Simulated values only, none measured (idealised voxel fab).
process module | voxel capacitor over wiring
cross-section cut | 290 nm wide | cells 5 nm
A cross-section is a grid of square cells, given in bands from the top down. A band is one or more rows of cells.
Each band's line starts with the height of the band's top and of its bottom, in nm. Then come its materials from left to right, each with its width in nm. One material with "throughout" fills the band from edge to edge. "air" is empty space.
Height 0 is the level under which the wafer as received is all one material. The lowest band goes on downwards, as in "0 down".
A width such as "30 to 40" changes by the same amount from each row of cells to the next, from the band's top row to its bottom row.
"no change" after a step means that no cell of the cross-section changed.
closed voids: empty space of 8 cells or more with no open way to the top, each as width x height at its distance from the left edge, in nm
after a step's settings: what the simulator itself notes on the step
overlay nm, on a step with a mask: how far to the right of its planned place the mask lay; to the left if negative
plan
1 op RECEIVE | material Si
2 op CONFORMAL_DEP | material SiO2 | thk nm 10
3 op CONFORMAL_DEP | material SiCN | thk nm 5
4 op DIRECTIONAL_DEP | material SiO2 | thk nm 20
5 op MASKED_ETCH | tone open | mask id METAL_1 | width nm 20 | pitch nm 80 | etch materials SiO2 | depth nm 20 | overlay nm 0
6 op MASKED_ETCH | tone open | mask id METAL_1 | width nm 20 | pitch nm 80 | etch materials SiCN | depth nm 5 | overlay nm 0
7 op CONFORMAL_DEP | material TiN | thk nm 5
8 op FILL_DEP | material Cu | thk nm 5
9 op CMP | height nm 35
10 op EPI | material Ru | thk nm 5
11 op FILL_DEP | material SiCN | thk nm 5
12 op DIRECTIONAL_DEP | material lowk | thk nm 10
13 op MASKED_ETCH | tone open | mask id PLUG_1 | width nm 15 | etch materials lowk | depth nm 10 | overlay nm 0
14 op MASKED_ETCH | tone open | mask id PLUG_1 | width nm 15 | etch materials SiCN | depth nm 5 | overlay nm 0
15 op CONFORMAL_DEP | material TiN | thk nm 5
16 op FILL_DEP | material Ru | thk nm 5
17 op CMP | height nm 55
18 op DIRECTIONAL_DEP | material TiN | thk nm 5
19 op DIRECTIONAL_DEP | material Al2O3 | thk nm 5
20 op DIRECTIONAL_DEP | material TiN | thk nm 5
21 op MASKED_ETCH | tone cover | mask id UPPER_PLATE | width nm 65 | etch materials TiN | depth nm 5 | overlay nm 0
22 op MASKED_ETCH | tone cover | mask id UPPER_PLATE | width nm 65 | etch materials Al2O3 | depth nm 5 | overlay nm 0
23 op MASKED_ETCH | tone cover | mask id LOWER_PLATE | width nm 75 | etch materials TiN | depth nm 5 | overlay nm 0
24 op FILL_DEP | material SiO2 | thk nm 15
25 op CMP | height nm 80
26 op MASKED_ETCH | tone open | mask id PLUG_2 | width nm 15 | etch materials SiO2 | depth nm 10 | overlay nm 0
27 op CONFORMAL_DEP | material TiN | thk nm 5
28 op FILL_DEP | material Cu | thk nm 5
29 op CMP | height nm 80
30 op CONFORMAL_DEP | material SiN | thk nm 5
first wafer, as planned
as received, after step 1
  0 down: Si throughout
  closed voids: none
after step 2
  10 to 0: SiO2 throughout
  below 0: unchanged
after step 3
  15 to 10: SiCN throughout
  below 10: unchanged
after step 4
  35 to 15: SiO2 throughout
  below 15: unchanged
after step 5
  35 to 15: SiO2 95 | air 20 | SiO2 60 | air 20 | SiO2 95
  below 15: unchanged
after step 6
  35 to 15: SiO2 95 | air 20 | SiO2 60 | air 20 | SiO2 95
  15 to 10: SiCN 95 | air 20 | SiCN 60 | air 20 | SiCN 95
  below 10: unchanged
after step 7
  40 to 35: TiN 100 | air 10 | TiN 70 | air 10 | TiN 100
  35 to 15: SiO2 95 | TiN 5 | air 10 | TiN 5 | SiO2 60 | TiN 5 | air 10 | TiN 5 | SiO2 95
  15 to 10: SiCN 95 | TiN 20 | SiCN 60 | TiN 20 | SiCN 95
  below 10: unchanged
after step 8
  45 to 40: Cu throughout
  40 to 35: TiN 100 | Cu 10 | TiN 70 | Cu 10 | TiN 100
  35 to 15: SiO2 95 | TiN 5 | Cu 10 | TiN 5 | SiO2 60 | TiN 5 | Cu 10 | TiN 5 | SiO2 95
  below 15: unchanged
after step 9
  35 to 15: SiO2 95 | TiN 5 | Cu 10 | TiN 5 | SiO2 60 | TiN 5 | Cu 10 | TiN 5 | SiO2 95
  below 15: unchanged
after step 10
  40 to 35: air 90 | Ru 30 | air 50 | Ru 30 | air 90
  below 35: unchanged
after step 11
  45 to 40: SiCN throughout
  40 to 35: SiCN 90 | Ru 30 | SiCN 50 | Ru 30 | SiCN 90
  below 35: unchanged
after step 12
  55 to 45: lowk throughout
  below 45: unchanged
after step 13
  55 to 45: lowk 100 | air 15 | lowk 175
  below 45: unchanged
after step 14
  55 to 45: lowk 100 | air 15 | lowk 175
  45 to 40: SiCN 100 | air 15 | SiCN 175
  below 40: unchanged
after step 15
  60 to 55: TiN 105 | air 5 | TiN 180
  55 to 45: lowk 100 | TiN 5 | air 5 | TiN 5 | lowk 175
  45 to 40: SiCN 100 | TiN 15 | SiCN 175
  below 40: unchanged
after step 16
  65 to 60: Ru throughout
  60 to 55: TiN 105 | Ru 5 | TiN 180
  55 to 45: lowk 100 | TiN 5 | Ru 5 | TiN 5 | lowk 175
  below 45: unchanged
after step 17
  55 to 45: lowk 100 | TiN 5 | Ru 5 | TiN 5 | lowk 175
  below 45: unchanged
after step 18
  60 to 55: TiN throughout
  below 55: unchanged
after step 19
  65 to 60: Al2O3 throughout
  below 60: unchanged
after step 20
  70 to 65: TiN throughout
  below 65: unchanged
after step 21
  70 to 65: air 100 | TiN 65 | air 125
  below 65: unchanged
after step 22
  70 to 65: air 100 | TiN 65 | air 125
  65 to 60: air 100 | Al2O3 65 | air 125
  below 60: unchanged
after step 23
  70 to 65: air 100 | TiN 65 | air 125
  65 to 60: air 100 | Al2O3 65 | air 125
  60 to 55: air 95 | TiN 75 | air 120
  below 55: unchanged
after step 24
  85 to 70: SiO2 throughout
  70 to 65: SiO2 100 | TiN 65 | SiO2 125
  65 to 60: SiO2 100 | Al2O3 65 | SiO2 125
  60 to 55: SiO2 95 | TiN 75 | SiO2 120
  below 55: unchanged
after step 25
  80 to 70: SiO2 throughout
  below 70: unchanged
after step 26
  80 to 70: SiO2 110 | air 15 | SiO2 165
  below 70: unchanged
after step 27
  85 to 80: TiN 115 | air 5 | TiN 170
  80 to 75: SiO2 110 | TiN 5 | air 5 | TiN 5 | SiO2 165
  75 to 65: SiO2 110 to 100 | TiN 15 to 65 | SiO2 165 to 125
  below 65: unchanged
after step 28
  90 to 85: Cu throughout
  85 to 80: TiN 115 | Cu 5 | TiN 170
  80 to 75: SiO2 110 | TiN 5 | Cu 5 | TiN 5 | SiO2 165
  below 75: unchanged
after step 29
  80 to 75: SiO2 110 | TiN 5 | Cu 5 | TiN 5 | SiO2 165
  below 75: unchanged
after step 30
  85 to 80: SiN throughout
  below 80: unchanged
second wafer: like start, like plan, one mistake. Through step 29 it matches the first wafer
when step 30 should have ended
  85 to 80: lowk throughout
  below 80: unchanged
what went wrong: step 30 ran as: op CONFORMAL_DEP | material lowk | thk nm 5
at the end the second wafer has, in cells: 58 fewer of SiN | 58 more of lowk
